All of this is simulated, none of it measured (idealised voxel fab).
process module | voxel self aligned vias
cross-section cut | 235 nm wide | cells 5 nm
Format of a cross-section: grid, square cells. Given as bands. Order: top down. Band: one or more rows of cells. Heads up on the band format: heights come first, top then bottom, in nm. After that it's the materials left to right, each with its width in nm. A single material flagged "all across" fills the whole band edge to edge, and "blank" means there's empty space there. A quick word on heights: they are counted from 0, and under that level the wafer as it came to us is one material throughout. The lowest band is different from the rest in having no bottom; it simply continues downward, written as in "z 0 and below". A width given as "30 to 40" starts at the first number in the band's top row and ends at the second number in its bottom row, shifting by an equal amount at every step from row to row. "stayed the same" means the step left every cell of the cross-section as it was. Entry "Sealed-off cavities" = empty spaces >= 8 cells with no open way to the top; each as width x height at distance, distance from left edge, all nm. Text after the settings on a step's line: the simulator's own remark on that step. What "overlay nm" on a step's line means: if the step has a mask, that mask lay this far to the right of its planned place, or, when the value is negative, to the left.
Process steps - plan
1. RECEIVE [material Si]
2. CONFORMAL_DEP [material SiO2] [thk nm 10]
3. CONFORMAL_DEP [material SiCN] [thk nm 5]
4. DIRECTIONAL_DEP [material SiO2] [thk nm 20]
5. PATTERN [tone open] [mask id LINES] [material resist] [width nm 20] [pitch nm 60] [thk nm 20] [overlay nm 0]
6. DIRECTIONAL_ETCH [etch materials SiO2] [depth nm 20]
7. STRIP [etch materials resist]
8. CONFORMAL_DEP [material TiN] [thk nm 5]
9. FILL_DEP [material Ru] [thk nm 5]
10. CMP [height nm 35]
11. SELECTIVE_ETCH [etch materials W Ru TiN] [depth nm 10]
12. FILL_DEP [material SiN] [thk nm 5]
13. CMP [height nm 35]
14. DIRECTIONAL_DEP [material SiO2] [thk nm 20]
15. DIRECTIONAL_DEP [material aC] [thk nm 15]
16. PATTERN [tone open] [mask id VIAS] [material resist] [width nm 30] [thk nm 35] [overlay nm 0]
17. DIRECTIONAL_ETCH [etch materials aC] [depth nm 15]
18. STRIP [etch materials resist]
19. DIRECTIONAL_ETCH [etch materials SiO2] [depth nm 20]
20. DIRECTIONAL_ETCH [etch materials SiN] [depth nm 10]
21. STRIP [etch materials aC]
22. CONFORMAL_DEP [material TiN] [thk nm 5]
23. FILL_DEP [material Ru] [thk nm 5]
24. CMP [height nm 55]
25. CONFORMAL_DEP [material SiN] [thk nm 5]
The first wafer of two, processed as planned
Incoming wafer in cross-section (state: after step 1)
z 0 and below | Si all across
Sealed-off cavities: none
The following cross-section depicts the wafer upon completion of step 2
z 10 to 0 | SiO2 all across
Unchanged below 0.
The following cross-section depicts the wafer upon completion of step 3
z 15 to 10 | SiCN all across
Unchanged below 10.
The following cross-section depicts the wafer upon completion of step 4
z 35 to 15 | SiO2 all across
Unchanged below 15.
The following cross-section depicts the wafer upon completion of step 5
z 55 to 35 | 75 resist | 20 blank | 40 resist | 20 blank | 80 resist
Unchanged below 35.
The following cross-section depicts the wafer upon completion of step 6
z 55 to 35 | 75 resist | 20 blank | 40 resist | 20 blank | 80 resist
z 35 to 15 | 75 SiO2 | 20 blank | 40 SiO2 | 20 blank | 80 SiO2
Unchanged below 15.
The following cross-section depicts the wafer upon completion of step 7
z 35 to 15 | 75 SiO2 | 20 blank | 40 SiO2 | 20 blank | 80 SiO2
Unchanged below 15.
The following cross-section depicts the wafer upon completion of step 8
z 40 to 35 | 80 TiN | 10 blank | 50 TiN | 10 blank | 85 TiN
z 35 to 20 | 75 SiO2 | 5 TiN | 10 blank | 5 TiN | 40 SiO2 | 5 TiN | 10 blank | 5 TiN | 80 SiO2
z 20 to 15 | 75 SiO2 | 20 TiN | 40 SiO2 | 20 TiN | 80 SiO2
Unchanged below 15.
The following cross-section depicts the wafer upon completion of step 9
z 45 to 40 | Ru all across
z 40 to 35 | 80 TiN | 10 Ru | 50 TiN | 10 Ru | 85 TiN
z 35 to 20 | 75 SiO2 | 5 TiN | 10 Ru | 5 TiN | 40 SiO2 | 5 TiN | 10 Ru | 5 TiN | 80 SiO2
Unchanged below 20.
The following cross-section depicts the wafer upon completion of step 10
z 35 to 20 | 75 SiO2 | 5 TiN | 10 Ru | 5 TiN | 40 SiO2 | 5 TiN | 10 Ru | 5 TiN | 80 SiO2
Unchanged below 20.
The following cross-section depicts the wafer upon completion of step 11
z 35 to 25 | 75 SiO2 | 20 blank | 40 SiO2 | 20 blank | 80 SiO2
Unchanged below 25.
The following cross-section depicts the wafer upon completion of step 12
z 40 to 35 | SiN all across
z 35 to 25 | 75 SiO2 | 20 SiN | 40 SiO2 | 20 SiN | 80 SiO2
Unchanged below 25.
The following cross-section depicts the wafer upon completion of step 13
z 35 to 25 | 75 SiO2 | 20 SiN | 40 SiO2 | 20 SiN | 80 SiO2
Unchanged below 25.
The following cross-section depicts the wafer upon completion of step 14
z 55 to 35 | SiO2 all across
Unchanged below 35.
The following cross-section depicts the wafer upon completion of step 15
z 70 to 55 | aC all across
Unchanged below 55.
The following cross-section depicts the wafer upon completion of step 16
z 105 to 70 | 70 resist | 30 blank | 135 resist
Unchanged below 70.
The following cross-section depicts the wafer upon completion of step 17
z 90 to 70 | 70 resist | 30 blank | 135 resist
z 70 to 55 | 70 aC | 30 blank | 135 aC
Unchanged below 55.
The following cross-section depicts the wafer upon completion of step 18
z 70 to 55 | 70 aC | 30 blank | 135 aC
Unchanged below 55.
The following cross-section depicts the wafer upon completion of step 19
z 70 to 55 | 70 aC | 30 blank | 135 aC
z 55 to 35 | 70 SiO2 | 30 blank | 135 SiO2
Unchanged below 35.
The following cross-section depicts the wafer upon completion of step 20
z 70 to 55 | 70 aC | 30 blank | 135 aC
z 55 to 35 | 70 SiO2 | 30 blank | 135 SiO2
z 35 to 25 | 75 SiO2 | 20 blank | 40 SiO2 | 20 SiN | 80 SiO2
Unchanged below 25.
The following cross-section depicts the wafer upon completion of step 21
z 55 to 35 | 70 SiO2 | 30 blank | 135 SiO2
Unchanged below 35.
The following cross-section depicts the wafer upon completion of step 22
z 60 to 55 | 75 TiN | 20 blank | 140 TiN
z 55 to 40 | 70 SiO2 | 5 TiN | 20 blank | 5 TiN | 135 SiO2
z 40 to 35 | 70 SiO2 | 10 TiN | 10 blank | 10 TiN | 135 SiO2
z 35 to 30 | 75 SiO2 | 5 TiN | 10 blank | 5 TiN | 40 SiO2 | 20 SiN | 80 SiO2
z 30 to 25 | 75 SiO2 | 20 TiN | 40 SiO2 | 20 SiN | 80 SiO2
Unchanged below 25.
The following cross-section depicts the wafer upon completion of step 23
z 65 to 60 | Ru all across
z 60 to 55 | 75 TiN | 20 Ru | 140 TiN
z 55 to 40 | 70 SiO2 | 5 TiN | 20 Ru | 5 TiN | 135 SiO2
z 40 to 35 | 70 SiO2 | 10 TiN | 10 Ru | 10 TiN | 135 SiO2
z 35 to 30 | 75 SiO2 | 5 TiN | 10 Ru | 5 TiN | 40 SiO2 | 20 SiN | 80 SiO2
Unchanged below 30.
The following cross-section depicts the wafer upon completion of step 24
z 55 to 40 | 70 SiO2 | 5 TiN | 20 Ru | 5 TiN | 135 SiO2
Unchanged below 40.
The following cross-section depicts the wafer upon completion of step 25
z 60 to 55 | SiN all across
Unchanged below 55.
For the second wafer, take the first wafer's start and plan, then add one mistake made in running it; everything through step 18, that step included, is shared with the first
What the second wafer looks like in cross-section when step 19 should have wrapped up
z 70 to 55 | 70 aC | 30 blank | 135 aC
z 55 to 35 | 70 SiO2 | 30 blank | 135 SiO2
z 35 to 25 | 70 SiO2 | 5 blank | 20 SiN | 5 blank | 35 SiO2 | 20 SiN | 80 SiO2
z 25 to 20 | 70 SiO2 | 5 blank | 5 TiN | 10 Ru | 5 TiN | 5 blank | 35 SiO2 | 5 TiN | 10 Ru | 5 TiN | 80 SiO2
z 20 to 15 | 70 SiO2 | 5 blank | 20 TiN | 5 blank | 35 SiO2 | 20 TiN | 80 SiO2
Unchanged below 15.
What the second wafer looks like in cross-section when step 20 should have wrapped up
z 70 to 55 | 70 aC | 30 blank | 135 aC
z 55 to 35 | 70 SiO2 | 30 blank | 135 SiO2
z 35 to 25 | 70 SiO2 | 30 blank | 35 SiO2 | 20 SiN | 80 SiO2
Unchanged below 25.
What the second wafer looks like in cross-section when step 21 should have wrapped up
z 55 to 35 | 70 SiO2 | 30 blank | 135 SiO2
Unchanged below 35.
What the second wafer looks like in cross-section when step 22 should have wrapped up
z 60 to 55 | 75 TiN | 20 blank | 140 TiN
z 55 to 35 | 70 SiO2 | 5 TiN | 20 blank | 5 TiN | 135 SiO2
z 35 to 30 | 70 SiO2 | 5 TiN | 20 blank | 5 TiN | 35 SiO2 | 20 SiN | 80 SiO2
z 30 to 25 | 70 SiO2 | 30 TiN | 35 SiO2 | 20 SiN | 80 SiO2
z 25 to 20 | 70 SiO2 | 10 TiN | 10 Ru | 10 TiN | 35 SiO2 | 5 TiN | 10 Ru | 5 TiN | 80 SiO2
z 20 to 15 | 70 SiO2 | 30 TiN | 35 SiO2 | 20 TiN | 80 SiO2
Unchanged below 15.
What the second wafer looks like in cross-section when step 23 should have wrapped up
z 65 to 60 | Ru all across
z 60 to 55 | 75 TiN | 20 Ru | 140 TiN
z 55 to 35 | 70 SiO2 | 5 TiN | 20 Ru | 5 TiN | 135 SiO2
z 35 to 30 | 70 SiO2 | 5 TiN | 20 Ru | 5 TiN | 35 SiO2 | 20 SiN | 80 SiO2
Unchanged below 30.
What the second wafer looks like in cross-section when step 24 should have wrapped up
z 55 to 35 | 70 SiO2 | 5 TiN | 20 Ru | 5 TiN | 135 SiO2
Unchanged below 35.
What the second wafer looks like in cross-section when step 25 should have wrapped up
z 60 to 55 | SiN all across
Unchanged below 55.
Where did the run depart from the plan? plan step 19 was conducted twice
The final cell counts differ between the wafers, with the second having more or fewer of some materials than the first: Ru: 4 more, SiO2: 8 fewer, TiN: 4 more
